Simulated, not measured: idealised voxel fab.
Process module heading - voxel gate over fins
Pictured: cross-section cut, 265 nm wide, on a grid of 5 nm square cells.
Cross-section spec: square-cell grid; bands listed top down; each band is one or more rows.
What a band's entry tells you: where the top is and where the bottom is, as heights in nm, and after that what lies inside, material by material from left to right, each with its width in nm. Empty space is written as the word "air", and a single material marked with the word "throughout" occupies the band from edge to edge.
Height reference: 0 = level under which incoming wafer is all one material. Lowest band: no bottom, runs on downward, e.g. "0 and below".
A width given as "30->40" starts at the first number in the band's top row and ends at the second number in its bottom row, shifting by an equal amount at every step from row to row.
Given "nothing was modified" for a step, no cell of the cross-section differs between before and after that step.
"Closed-off voids" lists enclosed empty spaces (at least 8 cells, no open path upward to the top), each as width x height at distance from the left edge, in nm.
Heads up: the bit after the settings on a step's line is the simulator's remark on that step.
The "overlay nm" setting may appear on a step's line; for a step that uses a mask, it gives how far to the right of its planned position the mask lay, and a negative value indicates the left.

Process steps foreseen in the plan
1,RECEIVE (material Si)
2,CONFORMAL_DEP (material SiN; thk nm 5)
3,DIRECTIONAL_DEP (material aC; thk nm 15)
4,PATTERN (tone cover; mask id FINS; material resist; width nm 15; pitch nm 40; thk nm 35; overlay nm 0)
5,DIRECTIONAL_ETCH (etch materials aC; depth nm 15)
6,STRIP (etch materials resist)
7,DIRECTIONAL_ETCH (etch materials SiN; depth nm 5)
8,DIRECTIONAL_ETCH (etch materials Si; depth nm 40)
9,STRIP (etch materials aC)
10,FILL_DEP (material SiO2; thk nm 10)
11,CMP (height nm 5)
12,SELECTIVE_ETCH (etch materials SiO2; depth nm 15)
13,STRIP (etch materials SiN)
14,CONFORMAL_DEP (material HfO2; thk nm 5)
15,CONFORMAL_DEP (material TiN; thk nm 5)
16,FILL_DEP (material W; thk nm 15)
17,CMP (height nm 20)
18,CONFORMAL_DEP (material SiCN; thk nm 5)

Cross-section: wafer on arrival = after step 1
* 0 and below  Si throughout
* Closed-off voids: none

Figure: cross-sectional view of the wafer upon completion of the module, processed from the initial state and according to the plan depicted above, with one error introduced during execution
* 25 down to 20  SiCN throughout
* 20 down to 5  W throughout
* 5 down to 0  W=95 / TiN=35 / W=5 / TiN=35 / W=95
* 0 down to -5  W=95 / TiN=5 / HfO2=25 / TiN=5 / W=5 / TiN=5 / HfO2=25 / TiN=5 / W=95
* -5 down to -10  W=95 / TiN=5 / HfO2=5 / Si=15 / HfO2=5 / TiN=5 / W=5 / TiN=5 / HfO2=5 / Si=15 / HfO2=5 / TiN=5 / W=95
* -10 down to -15  TiN=100 / HfO2=5 / Si=15 / HfO2=5 / TiN=15 / HfO2=5 / Si=15 / HfO2=5 / TiN=100
* -15 down to -20  HfO2=105 / Si=15 / HfO2=25 / Si=15 / HfO2=105
* -20 down to -40  SiO2=105 / Si=15 / SiO2=25 / Si=15 / SiO2=105
* -40 and below  Si throughout
* Closed-off voids: none
Short version of what went wrong: step 11 ran as: CMP (height nm -5)
